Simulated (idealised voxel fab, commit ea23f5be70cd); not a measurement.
process module | voxel capacitor over wiring
cross-section cut | 255 nm wide | cells 5 nm
A cross-section is a grid of square cells, given in bands from the top down. A band is one or more rows of cells.
Each band's line starts with the height of the band's top and of its bottom, in nm. Then come its materials from left to right, each with its width in nm. One material with "throughout" fills the band from edge to edge. "air" is empty space.
Height 0 is the level under which the wafer as received is all one material. The lowest band goes on downwards, as in "0 down".
A width such as "30 to 40" changes by the same amount from each row of cells to the next, from the band's top row to its bottom row.
"no change" after a step means that no cell of the cross-section changed.
closed voids: empty space of 8 cells or more with no open way to the top, each as width x height at its distance from the left edge, in nm
after a step's settings: what the simulator itself notes on the step
overlay nm, on a step with a mask: how far to the right of its planned place the mask lay; to the left if negative
plan
1 op RECEIVE | material Si
2 op CONFORMAL_DEP | material SiO2 | thk nm 15
3 op CONFORMAL_DEP | material SiN | thk nm 5
4 op DIRECTIONAL_DEP | material lowk | thk nm 25
5 op DIRECTIONAL_DEP | material aC | thk nm 10
6 op PATTERN | tone open | mask id METAL_1 | material resist | width nm 25 | pitch nm 95 | thk nm 25 | overlay nm 0
7 op DIRECTIONAL_ETCH | etch materials aC | depth nm 10
8 op STRIP | etch materials resist
9 op DIRECTIONAL_ETCH | etch materials lowk | depth nm 25
10 op DIRECTIONAL_ETCH | etch materials SiN | depth nm 5
11 op STRIP | etch materials aC
12 op CONFORMAL_DEP | material TiN | thk nm 5
13 op FILL_DEP | material Cu | thk nm 10
14 op CMP | height nm 45
15 op CONFORMAL_DEP | material SiCN | thk nm 5
16 op DIRECTIONAL_DEP | material SiO2 | thk nm 10
17 op PATTERN | tone open | mask id PLUG_1 | material resist | width nm 15 | thk nm 15 | overlay nm 0
18 op DIRECTIONAL_ETCH | etch materials SiO2 | depth nm 10
19 op DIRECTIONAL_ETCH | etch materials SiCN | depth nm 5
20 op STRIP | etch materials resist
21 op CONFORMAL_DEP | material TiN | thk nm 5
22 op FILL_DEP | material W | thk nm 10
23 op CMP | height nm 60
24 op DIRECTIONAL_DEP | material TiN | thk nm 10
25 op DIRECTIONAL_DEP | material SiN | thk nm 5
26 op DIRECTIONAL_DEP | material TiN | thk nm 10
27 op DIRECTIONAL_DEP | material aC | thk nm 10
28 op PATTERN | tone cover | mask id UPPER_PLATE | material resist | width nm 75 | thk nm 25 | overlay nm 0
29 op DIRECTIONAL_ETCH | etch materials aC | depth nm 10
30 op STRIP | etch materials resist
31 op DIRECTIONAL_ETCH | etch materials TiN | depth nm 10
32 op DIRECTIONAL_ETCH | etch materials SiN | depth nm 5
33 op STRIP | etch materials aC
34 op DIRECTIONAL_DEP | material aC | thk nm 15
35 op PATTERN | tone cover | mask id LOWER_PLATE | material resist | width nm 85 | thk nm 30 | overlay nm 0
36 op DIRECTIONAL_ETCH | etch materials aC | depth nm 15
37 op STRIP | etch materials resist
38 op DIRECTIONAL_ETCH | etch materials TiN | depth nm 10
39 op STRIP | etch materials aC
40 op FILL_DEP | material SiO2 | thk nm 15
41 op CMP | height nm 95
42 op DIRECTIONAL_DEP | material aC | thk nm 10
43 op PATTERN | tone open | mask id PLUG_2 | material resist | width nm 15 | thk nm 25 | overlay nm 0
44 op DIRECTIONAL_ETCH | etch materials aC | depth nm 10
45 op STRIP | etch materials resist
46 op DIRECTIONAL_ETCH | etch materials SiO2 | depth nm 10
47 op STRIP | etch materials aC
48 op CONFORMAL_DEP | material TiN | thk nm 5
49 op FILL_DEP | material Cu | thk nm 5
50 op CMP | height nm 95
51 op CONFORMAL_DEP | material SiN | thk nm 5
as received, after step 1
  0 down: Si throughout
  closed voids: none
a wafer at the end: this start, this plan, one mistake
  100 to 95: SiN throughout
  95 to 90: SiO2 85 | TiN 5 | Cu 5 | TiN 5 | SiO2 155
  90 to 85: SiO2 85 | TiN 15 | SiO2 155
  85 to 75: SiO2 75 | TiN 75 | SiO2 105
  75 to 70: SiO2 75 | SiN 75 | SiO2 105
  70 to 60: SiO2 70 | TiN 85 | SiO2 100
  60 to 55: SiCN 75 | TiN 15 | SiCN 165
  55 to 45: SiO2 throughout
  45 to 20: lowk 65 | TiN 5 | Cu 15 | TiN 5 | lowk 70 | TiN 5 | Cu 15 | TiN 5 | lowk 70
  20 to 15: SiN 65 | TiN 25 | SiN 70 | TiN 25 | SiN 70
  15 to 0: SiO2 throughout
  0 down: Si throughout
  closed voids: none
what went wrong: steps 15 and 16 were swapped
